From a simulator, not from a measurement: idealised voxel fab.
The following process module bears the name voxel self aligned vias.
Section shown: cut. Width: 285 nm. Cell size: 5 nm, square.
A cross-section is written here as square cells arranged in a grid, and it is given in bands from the top down, each band taking up one or more rows of cells. Band: top height; bottom height; in nm. Then, left to right: material with width in nm, for each material. "full width": a single material spanning edge to edge. "blank": empty space. Measure heights from 0. That's the level where, below it, the as-received wafer is all one material. The lowest band is bottomless and extends downward; write it as in "z 0 and below". Graded width ("30 to 40"): value in top row of band = first number; value in bottom row = second number; row-to-row change constant. "identical to before", as given for a step, is the statement that not any cell of the cross-section underwent a change during that step. Entry "Fully closed voids" = empty spaces >= 8 cells with no open way to the top; each as width x height at distance, distance from left edge, all nm. Text after the settings on a step's line: the simulator's own remark on that step. On any step carrying a mask, the "overlay nm" setting, if present on the step's line, tells how far right of its planned place the mask lay; negative values point to the left.

The process steps that were planned are listed below:
1) RECEIVE with material Si
2) CONFORMAL_DEP with material SiO2, thk nm 15
3) CONFORMAL_DEP with material SiCN, thk nm 5
4) DIRECTIONAL_DEP with material lowk, thk nm 30
5) DIRECTIONAL_DEP with material aC, thk nm 10
6) PATTERN with tone open, mask id LINES, material resist, width nm 20, pitch nm 60, thk nm 30, overlay nm 0
7) DIRECTIONAL_ETCH with etch materials aC, depth nm 10
8) STRIP with etch materials resist
9) DIRECTIONAL_ETCH with etch materials lowk, depth nm 30
10) STRIP with etch materials aC
11) CONFORMAL_DEP with material TiN, thk nm 5
12) FILL_DEP with material W, thk nm 10
13) CMP with height nm 50
14) SELECTIVE_ETCH with etch materials W Ru TiN, depth nm 10
15) FILL_DEP with material SiN, thk nm 10
16) CMP with height nm 50
17) DIRECTIONAL_DEP with material lowk, thk nm 15
18) PATTERN with tone open, mask id VIAS, material resist, width nm 40, thk nm 15, overlay nm 0
19) DIRECTIONAL_ETCH with etch materials lowk, depth nm 15
20) DIRECTIONAL_ETCH with etch materials SiN, depth nm 10
21) STRIP with etch materials resist
22) CONFORMAL_DEP with material TiN, thk nm 5
23) FILL_DEP with material W, thk nm 5
24) CMP with height nm 65
25) CONFORMAL_DEP with material SiN, thk nm 5

Run as planned: first of two wafers:

Cross-section, incoming material, after step 1:
- z 0 and below | Si full width
- Fully closed voids: none

Take a look at the wafer's cross-section after step 2:
- z 15 to 0 | SiO2 full width
- All layers under 0 are left as they were.

Take a look at the wafer's cross-section after step 3:
- z 20 to 15 | SiCN full width
- All layers under 15 are left as they were.

Take a look at the wafer's cross-section after step 4:
- z 50 to 20 | lowk full width
- All layers under 20 are left as they were.

Take a look at the wafer's cross-section after step 5:
- z 60 to 50 | aC full width
- All layers under 50 are left as they were.

Take a look at the wafer's cross-section after step 6:
- z 90 to 60 | resist 100 nm, then blank 20 nm, then resist 40 nm, then blank 20 nm, then resist 105 nm
- All layers under 60 are left as they were.

Take a look at the wafer's cross-section after step 7:
- z 80 to 60 | resist 100 nm, then blank 20 nm, then resist 40 nm, then blank 20 nm, then resist 105 nm
- z 60 to 50 | aC 100 nm, then blank 20 nm, then aC 40 nm, then blank 20 nm, then aC 105 nm
- All layers under 50 are left as they were.

Take a look at the wafer's cross-section after step 8:
- z 60 to 50 | aC 100 nm, then blank 20 nm, then aC 40 nm, then blank 20 nm, then aC 105 nm
- All layers under 50 are left as they were.

Take a look at the wafer's cross-section after step 9:
- z 60 to 50 | aC 100 nm, then blank 20 nm, then aC 40 nm, then blank 20 nm, then aC 105 nm
- z 50 to 20 | lowk 100 nm, then blank 20 nm, then lowk 40 nm, then blank 20 nm, then lowk 105 nm
- All layers under 20 are left as they were.

Take a look at the wafer's cross-section after step 10:
- z 50 to 20 | lowk 100 nm, then blank 20 nm, then lowk 40 nm, then blank 20 nm, then lowk 105 nm
- All layers under 20 are left as they were.

Take a look at the wafer's cross-section after step 11:
- z 55 to 50 | TiN 105 nm, then blank 10 nm, then TiN 50 nm, then blank 10 nm, then TiN 110 nm
- z 50 to 25 | lowk 100 nm, then TiN 5 nm, then blank 10 nm, then TiN 5 nm, then lowk 40 nm, then TiN 5 nm, then blank 10 nm, then TiN 5 nm, then lowk 105 nm
- z 25 to 20 | lowk 100 nm, then TiN 20 nm, then lowk 40 nm, then TiN 20 nm, then lowk 105 nm
- All layers under 20 are left as they were.

Take a look at the wafer's cross-section after step 12:
- z 65 to 55 | W full width
- z 55 to 50 | TiN 105 nm, then W 10 nm, then TiN 50 nm, then W 10 nm, then TiN 110 nm
- z 50 to 25 | lowk 100 nm, then TiN 5 nm, then W 10 nm, then TiN 5 nm, then lowk 40 nm, then TiN 5 nm, then W 10 nm, then TiN 5 nm, then lowk 105 nm
- All layers under 25 are left as they were.

Take a look at the wafer's cross-section after step 13:
- z 50 to 25 | lowk 100 nm, then TiN 5 nm, then W 10 nm, then TiN 5 nm, then lowk 40 nm, then TiN 5 nm, then W 10 nm, then TiN 5 nm, then lowk 105 nm
- All layers under 25 are left as they were.

Take a look at the wafer's cross-section after step 14:
- z 50 to 40 | lowk 100 nm, then blank 20 nm, then lowk 40 nm, then blank 20 nm, then lowk 105 nm
- All layers under 40 are left as they were.

Take a look at the wafer's cross-section after step 15:
- z 60 to 50 | SiN full width
- z 50 to 40 | lowk 100 nm, then SiN 20 nm, then lowk 40 nm, then SiN 20 nm, then lowk 105 nm
- All layers under 40 are left as they were.

Take a look at the wafer's cross-section after step 16:
- z 50 to 40 | lowk 100 nm, then SiN 20 nm, then lowk 40 nm, then SiN 20 nm, then lowk 105 nm
- All layers under 40 are left as they were.

Take a look at the wafer's cross-section after step 17:
- z 65 to 50 | lowk full width
- All layers under 50 are left as they were.

Take a look at the wafer's cross-section after step 18:
- z 80 to 65 | resist 90 nm, then blank 40 nm, then resist 155 nm
- All layers under 65 are left as they were.

Take a look at the wafer's cross-section after step 19:
- z 80 to 65 | resist 90 nm, then blank 40 nm, then resist 155 nm
- z 65 to 50 | lowk 90 nm, then blank 40 nm, then lowk 155 nm
- All layers under 50 are left as they were.

Take a look at the wafer's cross-section after step 20:
- z 80 to 65 | resist 90 nm, then blank 40 nm, then resist 155 nm
- z 65 to 50 | lowk 90 nm, then blank 40 nm, then lowk 155 nm
- z 50 to 40 | lowk 100 nm, then blank 20 nm, then lowk 40 nm, then SiN 20 nm, then lowk 105 nm
- All layers under 40 are left as they were.

Take a look at the wafer's cross-section after step 21:
- z 65 to 50 | lowk 90 nm, then blank 40 nm, then lowk 155 nm
- All layers under 50 are left as they were.

Take a look at the wafer's cross-section after step 22:
- z 70 to 65 | TiN 95 nm, then blank 30 nm, then TiN 160 nm
- z 65 to 55 | lowk 90 nm, then TiN 5 nm, then blank 30 nm, then TiN 5 nm, then lowk 155 nm
- z 55 to 50 | lowk 90 nm, then TiN 15 nm, then blank 10 nm, then TiN 15 nm, then lowk 155 nm
- z 50 to 45 | lowk 100 nm, then TiN 5 nm, then blank 10 nm, then TiN 5 nm, then lowk 40 nm, then SiN 20 nm, then lowk 105 nm
- z 45 to 40 | lowk 100 nm, then TiN 20 nm, then lowk 40 nm, then SiN 20 nm, then lowk 105 nm
- All layers under 40 are left as they were.

Take a look at the wafer's cross-section after step 23:
- z 75 to 70 | W full width
- z 70 to 65 | TiN 95 nm, then W 30 nm, then TiN 160 nm
- z 65 to 55 | lowk 90 nm, then TiN 5 nm, then W 30 nm, then TiN 5 nm, then lowk 155 nm
- z 55 to 50 | lowk 90 nm, then TiN 15 nm, then W 10 nm, then TiN 15 nm, then lowk 155 nm
- z 50 to 45 | lowk 100 nm, then TiN 5 nm, then W 10 nm, then TiN 5 nm, then lowk 40 nm, then SiN 20 nm, then lowk 105 nm
- All layers under 45 are left as they were.

Take a look at the wafer's cross-section after step 24:
- z 65 to 55 | lowk 90 nm, then TiN 5 nm, then W 30 nm, then TiN 5 nm, then lowk 155 nm
- All layers under 55 are left as they were.

Take a look at the wafer's cross-section after step 25:
- z 70 to 65 | SiN full width
- All layers under 65 are left as they were.

Okay, second wafer. Nothing different at the start, nothing different in the plan, just one mistake somewhere in the running. As far as step 5, counting that step, it's the first wafer all over again:

Second wafer cross-section, taken as of the time the plan sets for step 6 to be done:
- z 90 to 60 | resist 90 nm, then blank 20 nm, then resist 40 nm, then blank 20 nm, then resist 115 nm
- All layers under 60 are left as they were.

Second wafer cross-section, taken as of the time the plan sets for step 7 to be done:
- z 80 to 60 | resist 90 nm, then blank 20 nm, then resist 40 nm, then blank 20 nm, then resist 115 nm
- z 60 to 50 | aC 90 nm, then blank 20 nm, then aC 40 nm, then blank 20 nm, then aC 115 nm
- All layers under 50 are left as they were.

Second wafer cross-section, taken as of the time the plan sets for step 8 to be done:
- z 60 to 50 | aC 90 nm, then blank 20 nm, then aC 40 nm, then blank 20 nm, then aC 115 nm
- All layers under 50 are left as they were.

Second wafer cross-section, taken as of the time the plan sets for step 9 to be done:
- z 60 to 50 | aC 90 nm, then blank 20 nm, then aC 40 nm, then blank 20 nm, then aC 115 nm
- z 50 to 20 | lowk 90 nm, then blank 20 nm, then lowk 40 nm, then blank 20 nm, then lowk 115 nm
- All layers under 20 are left as they were.

Second wafer cross-section, taken as of the time the plan sets for step 10 to be done:
- z 50 to 20 | lowk 90 nm, then blank 20 nm, then lowk 40 nm, then blank 20 nm, then lowk 115 nm
- All layers under 20 are left as they were.

Second wafer cross-section, taken as of the time the plan sets for step 11 to be done:
- z 55 to 50 | TiN 95 nm, then blank 10 nm, then TiN 50 nm, then blank 10 nm, then TiN 120 nm
- z 50 to 25 | lowk 90 nm, then TiN 5 nm, then blank 10 nm, then TiN 5 nm, then lowk 40 nm, then TiN 5 nm, then blank 10 nm, then TiN 5 nm, then lowk 115 nm
- z 25 to 20 | lowk 90 nm, then TiN 20 nm, then lowk 40 nm, then TiN 20 nm, then lowk 115 nm
- All layers under 20 are left as they were.

Second wafer cross-section, taken as of the time the plan sets for step 12 to be done:
- z 65 to 55 | W full width
- z 55 to 50 | TiN 95 nm, then W 10 nm, then TiN 50 nm, then W 10 nm, then TiN 120 nm
- z 50 to 25 | lowk 90 nm, then TiN 5 nm, then W 10 nm, then TiN 5 nm, then lowk 40 nm, then TiN 5 nm, then W 10 nm, then TiN 5 nm, then lowk 115 nm
- All layers under 25 are left as they were.

Second wafer cross-section, taken as of the time the plan sets for step 13 to be done:
- z 50 to 25 | lowk 90 nm, then TiN 5 nm, then W 10 nm, then TiN 5 nm, then lowk 40 nm, then TiN 5 nm, then W 10 nm, then TiN 5 nm, then lowk 115 nm
- All layers under 25 are left as they were.

Second wafer cross-section, taken as of the time the plan sets for step 14 to be done:
- z 50 to 40 | lowk 90 nm, then blank 20 nm, then lowk 40 nm, then blank 20 nm, then lowk 115 nm
- All layers under 40 are left as they were.

Second wafer cross-section, taken as of the time the plan sets for step 15 to be done:
- z 60 to 50 | SiN full width
- z 50 to 40 | lowk 90 nm, then SiN 20 nm, then lowk 40 nm, then SiN 20 nm, then lowk 115 nm
- All layers under 40 are left as they were.

Second wafer cross-section, taken as of the time the plan sets for step 16 to be done:
- z 50 to 40 | lowk 90 nm, then SiN 20 nm, then lowk 40 nm, then SiN 20 nm, then lowk 115 nm
- All layers under 40 are left as they were.

Second wafer cross-section, taken as of the time the plan sets for step 17 to be done:
- z 65 to 50 | lowk full width
- All layers under 50 are left as they were.

Second wafer cross-section, taken as of the time the plan sets for step 18 to be done:
- z 80 to 65 | resist 90 nm, then blank 40 nm, then resist 155 nm
- All layers under 65 are left as they were.

Second wafer cross-section, taken as of the time the plan sets for step 19 to be done:
- z 80 to 65 | resist 90 nm, then blank 40 nm, then resist 155 nm
- z 65 to 50 | lowk 90 nm, then blank 40 nm, then lowk 155 nm
- All layers under 50 are left as they were.

Second wafer cross-section, taken as of the time the plan sets for step 20 to be done:
- z 80 to 65 | resist 90 nm, then blank 40 nm, then resist 155 nm
- z 65 to 50 | lowk 90 nm, then blank 40 nm, then lowk 155 nm
- z 50 to 40 | lowk 90 nm, then blank 20 nm, then lowk 40 nm, then SiN 20 nm, then lowk 115 nm
- All layers under 40 are left as they were.

Second wafer cross-section, taken as of the time the plan sets for step 21 to be done:
- z 65 to 50 | lowk 90 nm, then blank 40 nm, then lowk 155 nm
- All layers under 50 are left as they were.

Second wafer cross-section, taken as of the time the plan sets for step 22 to be done:
- z 70 to 65 | TiN 95 nm, then blank 30 nm, then TiN 160 nm
- z 65 to 55 | lowk 90 nm, then TiN 5 nm, then blank 30 nm, then TiN 5 nm, then lowk 155 nm
- z 55 to 50 | lowk 90 nm, then TiN 5 nm, then blank 10 nm, then TiN 25 nm, then lowk 155 nm
- z 50 to 45 | lowk 90 nm, then TiN 5 nm, then blank 10 nm, then TiN 5 nm, then lowk 40 nm, then SiN 20 nm, then lowk 115 nm
- z 45 to 40 | lowk 90 nm, then TiN 20 nm, then lowk 40 nm, then SiN 20 nm, then lowk 115 nm
- All layers under 40 are left as they were.

Second wafer cross-section, taken as of the time the plan sets for step 23 to be done:
- z 75 to 70 | W full width
- z 70 to 65 | TiN 95 nm, then W 30 nm, then TiN 160 nm
- z 65 to 55 | lowk 90 nm, then TiN 5 nm, then W 30 nm, then TiN 5 nm, then lowk 155 nm
- z 55 to 50 | lowk 90 nm, then TiN 5 nm, then W 10 nm, then TiN 25 nm, then lowk 155 nm
- z 50 to 45 | lowk 90 nm, then TiN 5 nm, then W 10 nm, then TiN 5 nm, then lowk 40 nm, then SiN 20 nm, then lowk 115 nm
- All layers under 45 are left as they were.

Second wafer cross-section, taken as of the time the plan sets for step 24 to be done:
- z 65 to 55 | lowk 90 nm, then TiN 5 nm, then W 30 nm, then TiN 5 nm, then lowk 155 nm
- All layers under 55 are left as they were.

Second wafer cross-section, taken as of the time the plan sets for step 25 to be done:
- z 70 to 65 | SiN full width
- All layers under 65 are left as they were.
Here's what went sideways: step 6: run off-plan, actual operation and settings PATTERN with tone open, mask id LINES, material resist, width nm 20, pitch nm 60, thk nm 30, overlay nm -10
Comparing end states, the material composition by cell count is preserved from the first wafer to the second, while the locations of the cells are not.
